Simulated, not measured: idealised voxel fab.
process module | voxel wiring stack
cross-section cut | 255 nm wide | cells 5 nm
A cross-section is a grid of square cells, given in bands from the top down. A band is one or more rows of cells.
Each band's line starts with the height of the band's top and of its bottom, in nm. Then come its materials from left to right, each with its width in nm. One material with "throughout" fills the band from edge to edge. "air" is empty space.
Height 0 is the level under which the wafer as received is all one material. The lowest band goes on downwards, as in "0 down".
A width such as "30 to 40" changes by the same amount from each row of cells to the next, from the band's top row to its bottom row.
"no change" after a step means that no cell of the cross-section changed.
closed voids: empty space of 8 cells or more with no open way to the top, each as width x height at its distance from the left edge, in nm
after a step's settings: what the simulator itself notes on the step
overlay nm, on a step with a mask: how far to the right of its planned place the mask lay; to the left if negative
plan
1 op RECEIVE | material Si
2 op CONFORMAL_DEP | material SiO2 | thk nm 15
3 op CONFORMAL_DEP | material SiN | thk nm 5
4 op DIRECTIONAL_DEP | material lowk | thk nm 25
5 op MASKED_ETCH | tone open | mask id METAL_1 | width nm 30 | pitch nm 50 | etch materials lowk | depth nm 25 | overlay nm 0
6 op MASKED_ETCH | tone open | mask id METAL_1 | width nm 30 | pitch nm 50 | etch materials SiN | depth nm 5 | overlay nm 0
7 op CONFORMAL_DEP | material TiN | thk nm 5
8 op FILL_DEP | material Cu | thk nm 10
9 op CMP | height nm 45
10 op CONFORMAL_DEP | material SiCN | thk nm 5
11 op DIRECTIONAL_DEP | material SiO2 | thk nm 25
12 op MASKED_ETCH | tone open | mask id METAL_2_HOLES | width nm 15 | pitch nm 50 | etch materials SiO2 | depth nm 25 | overlay nm 0
13 op MASKED_ETCH | tone open | mask id METAL_2 | width nm 30 | pitch nm 50 | etch materials SiO2 | depth nm 15 | overlay nm 0
14 op MASKED_ETCH | tone open | mask id METAL_2 | width nm 30 | pitch nm 50 | etch materials SiCN | depth nm 5 | overlay nm 0
15 op CONFORMAL_DEP | material TiN | thk nm 5
16 op FILL_DEP | material Cu | thk nm 10
17 op CMP | height nm 75
18 op CONFORMAL_DEP | material SiCN | thk nm 5
19 op DIRECTIONAL_DEP | material lowk | thk nm 30
20 op MASKED_ETCH | tone open | mask id METAL_3 | width nm 30 | pitch nm 50 | etch materials lowk | depth nm 15 | overlay nm 0
21 op MASKED_ETCH | tone open | mask id METAL_3_HOLES | width nm 15 | pitch nm 50 | etch materials lowk | depth nm 15 | overlay nm 0
22 op MASKED_ETCH | tone open | mask id METAL_3_HOLES | width nm 15 | pitch nm 50 | etch materials SiCN | depth nm 5 | overlay nm 0
23 op CONFORMAL_DEP | material TiN | thk nm 5
24 op FILL_DEP | material Cu | thk nm 5
25 op CMP | height nm 110
26 op CONFORMAL_DEP | material SiN | thk nm 5
as received, after step 1
  0 down: Si throughout
  closed voids: none
first wafer at the end, as planned
  115 to 110: SiN throughout
  110 to 100: lowk 35 | TiN 5 | Cu 20 | TiN 5 | lowk 20 | TiN 5 | Cu 20 | TiN 5 | lowk 20 | TiN 5 | Cu 20 | TiN 5 | lowk 20 | TiN 5 | Cu 20 | TiN 5 | lowk 40
  100 to 95: lowk 35 | TiN 5 | Cu 5 | TiN 20 | lowk 20 | TiN 5 | Cu 5 | TiN 20 | lowk 20 | TiN 5 | Cu 5 | TiN 20 | lowk 20 | TiN 5 | Cu 5 | TiN 20 | lowk 40
  95 to 80: lowk 35 | TiN 5 | Cu 5 | TiN 5 | lowk 35 | TiN 5 | Cu 5 | TiN 5 | lowk 35 | TiN 5 | Cu 5 | TiN 5 | lowk 35 | TiN 5 | Cu 5 | TiN 5 | lowk 55
  80 to 75: SiCN 35 | TiN 15 | SiCN 35 | TiN 15 | SiCN 35 | TiN 15 | SiCN 35 | TiN 15 | SiCN 55
  75 to 65: SiO2 35 | TiN 5 | Cu 20 | TiN 5 | SiO2 20 | TiN 5 | Cu 20 | TiN 5 | SiO2 20 | TiN 5 | Cu 20 | TiN 5 | SiO2 20 | TiN 5 | Cu 20 | TiN 5 | SiO2 40
  65 to 60: SiO2 35 | TiN 5 | Cu 5 | TiN 20 | SiO2 20 | TiN 5 | Cu 5 | TiN 20 | SiO2 20 | TiN 5 | Cu 5 | TiN 20 | SiO2 20 | TiN 5 | Cu 5 | TiN 20 | SiO2 40
  60 to 50: SiO2 35 | TiN 5 | Cu 5 | TiN 5 | SiO2 35 | TiN 5 | Cu 5 | TiN 5 | SiO2 35 | TiN 5 | Cu 5 | TiN 5 | SiO2 35 | TiN 5 | Cu 5 | TiN 5 | SiO2 55
  50 to 45: SiCN 35 | TiN 15 | SiCN 35 | TiN 15 | SiCN 35 | TiN 15 | SiCN 35 | TiN 15 | SiCN 55
  45 to 20: lowk 35 | TiN 5 | Cu 20 | TiN 5 | lowk 20 | TiN 5 | Cu 20 | TiN 5 | lowk 20 | TiN 5 | Cu 20 | TiN 5 | lowk 20 | TiN 5 | Cu 20 | TiN 5 | lowk 40
  20 to 15: SiN 35 | TiN 30 | SiN 20 | TiN 30 | SiN 20 | TiN 30 | SiN 20 | TiN 30 | SiN 40
  15 to 0: SiO2 throughout
  0 down: Si throughout
  closed voids: none
second wafer at the end: like start, like plan, one mistake
  115 to 110: SiN throughout
  110 to 90: lowk 35 | TiN 5 | Cu 20 | TiN 5 | lowk 20 | TiN 5 | Cu 20 | TiN 5 | lowk 20 | TiN 5 | Cu 20 | TiN 5 | lowk 20 | TiN 5 | Cu 20 | TiN 5 | lowk 40
  90 to 80: lowk 35 | TiN 5 | Cu 5 | TiN 20 to 5 | lowk 20 to 35 | TiN 5 | Cu 5 | TiN 20 to 5 | lowk 20 to 35 | TiN 5 | Cu 5 | TiN 20 to 5 | lowk 20 to 35 | TiN 5 | Cu 5 | TiN 20 to 5 | lowk 40 to 55
  80 to 75: SiCN 35 | TiN 15 | SiCN 35 | TiN 15 | SiCN 35 | TiN 15 | SiCN 35 | TiN 15 | SiCN 55
  75 to 65: SiO2 35 | TiN 5 | Cu 20 | TiN 5 | SiO2 20 | TiN 5 | Cu 20 | TiN 5 | SiO2 20 | TiN 5 | Cu 20 | TiN 5 | SiO2 20 | TiN 5 | Cu 20 | TiN 5 | SiO2 40
  65 to 60: SiO2 35 | TiN 5 | Cu 5 | TiN 20 | SiO2 20 | TiN 5 | Cu 5 | TiN 20 | SiO2 20 | TiN 5 | Cu 5 | TiN 20 | SiO2 20 | TiN 5 | Cu 5 | TiN 20 | SiO2 40
  60 to 50: SiO2 35 | TiN 5 | Cu 5 | TiN 5 | SiO2 35 | TiN 5 | Cu 5 | TiN 5 | SiO2 35 | TiN 5 | Cu 5 | TiN 5 | SiO2 35 | TiN 5 | Cu 5 | TiN 5 | SiO2 55
  50 to 45: SiCN 35 | TiN 15 | SiCN 35 | TiN 15 | SiCN 35 | TiN 15 | SiCN 35 | TiN 15 | SiCN 55
  45 to 20: lowk 35 | TiN 5 | Cu 20 | TiN 5 | lowk 20 | TiN 5 | Cu 20 | TiN 5 | lowk 20 | TiN 5 | Cu 20 | TiN 5 | lowk 20 | TiN 5 | Cu 20 | TiN 5 | lowk 40
  20 to 15: SiN 35 | TiN 30 | SiN 20 | TiN 30 | SiN 20 | TiN 30 | SiN 20 | TiN 30 | SiN 40
  15 to 0: SiO2 throughout
  0 down: Si throughout
  closed voids: none
what went wrong: step 20 ran as: op MASKED_ETCH | tone open | mask id METAL_3 | width nm 30 | pitch nm 50 | etch materials lowk | depth nm 25 | overlay nm 0
at the end the second wafer has, in cells: 24 more of Cu | 24 fewer of lowk
